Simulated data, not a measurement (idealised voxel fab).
The process module presented herein is designated voxel released beams.
210 nm wide, 5 nm square cells: that's cross-section cut.
In this document a cross-section is written as a grid of square cells. It is given as a series of bands, listed from the top down, and a band is one or more rows of cells. Band: top height; bottom height; in nm. Then, left to right: material with width in nm, for each material. "throughout": a single material spanning edge to edge. "air": empty space. Heights from 0 (as-received wafer is one material below). Bottom band endless downward, as "0..down". Width spec "30..40" -> top row of cells at first value, bottom row at second value, equal per-row change in between. Any step labelled "all unchanged" changed none of the cells in the cross-section. For the entry "Closed void entries", the listed items are empty spaces with no open way to the top whose size is 8 cells or more; each item follows the pattern width x height at distance, where distance is from the left edge and all three are in nm. What comes after the settings on a step's line is commentary from the simulator itself on that step. "overlay nm", when on a step's line for a step with a mask, measures how far to the right of its planned place the mask lay; a negative measure means to the left.

[Planned process steps]
- 1: RECEIVE: material Si
- 2: CONFORMAL_DEP: material Al2O3, thk nm 10
- 3: DIRECTIONAL_DEP: material SiO2, thk nm 10
- 4: PATTERN: tone open, mask id ANCHOR, material resist, width nm 35, thk nm 15, overlay nm 0
- 5: DIRECTIONAL_ETCH: etch materials SiO2, depth nm 10
- 6: STRIP: etch materials resist
- 7: CONFORMAL_DEP: material SiN, thk nm 15
- 8: PATTERN: tone cover, mask id BEAM, material resist, width nm 105, thk nm 15, overlay nm 0
- 9: DIRECTIONAL_ETCH: etch materials SiN, depth nm 15
- 10: STRIP: etch materials resist
- 11: STRIP: etch materials SiO2

[This is the cross-section of the wafer as we received it, i.e. after step 1]
	0..down = Si throughout
	Closed void entries: none

[Cross-section at module end, one run error; start and plan unchanged from above]
	35..25 = 50 air | 55 SiN | 105 air
	25..20 = 50 air | 105 SiN | 55 air
	20..10 = 40 air | 15 SiN | 35 SiO2 | 65 SiN | 55 air
	10..0 = Al2O3 throughout
	0..down = Si throughout
	Closed void entries: none
Misprocessing identified: step 4 went in with a setting other than planned; the actual run was PATTERN: tone cover, mask id ANCHOR, material resist, width nm 35, thk nm 15, overlay nm 0
